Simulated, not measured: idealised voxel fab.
Documented hereafter: the process module known as voxel lift off.
Cross-section cut spans 290 nm and uses square cells 5 nm in size.
Heads up, the way a cross-section reads in here is a grid of square cells, handed over as bands from the top down, with every band being one or more rows of cells.
Top height, bottom height, nm. Materials left to right, width each, nm. Single material + "edge to edge" = fills band edge to edge. "air" = empty.
Height datum 0, below which the as-received substrate wafer is one material. Lowest band open at the bottom, running downward: "0 nm and below".
The expression "30 to 40" gives the width at the extremes of the band, the first number at its top row of cells and the second at its bottom row, with the width changing by equal amounts from each row to the next in between.
Basically "no change occurred" means that step didn't change any cell in the cross-section.
If an empty space has no open way to the top and is at least 8 cells in size, "Enclosed void inventory" lists it, written width x height at distance, where distance is measured from the left edge and every value is in nm.
Where a step's line continues beyond its settings, the continuation is a remark by the simulator itself on that step.
"overlay nm" denotes, for a step that has a mask, the displacement of the mask to the right of its planned place, with negative values corresponding to the left.

**Steps in the process plan**
1. RECEIVE, material Si
2. CONFORMAL_DEP, material SiO2, thk nm 5
3. PATTERN, tone open, mask id LINES, material resist, width nm 25, pitch nm 40, thk nm 25, overlay nm 0
4. DIRECTIONAL_DEP, material Ru, thk nm 10
5. STRIP, etch materials resist
6. CONFORMAL_DEP, material SiCN, thk nm 10

**Incoming wafer in cross-section (state: after step 1)**
* 0 nm and below  Si edge to edge
* Enclosed void inventory: none

**Here's the wafer cut in cross-section after the module, started and planned just like above, except one thing was done wrong in the run**
* 15 nm to 5 nm  air: 110, then Ru: 25, then air: 15, then Ru: 25, then air: 115
* 5 nm to 0 nm  SiO2 edge to edge
* 0 nm and below  Si edge to edge
* Enclosed void inventory: none
What went wrong in running the wafer? skipped: plan step 6 (never run)
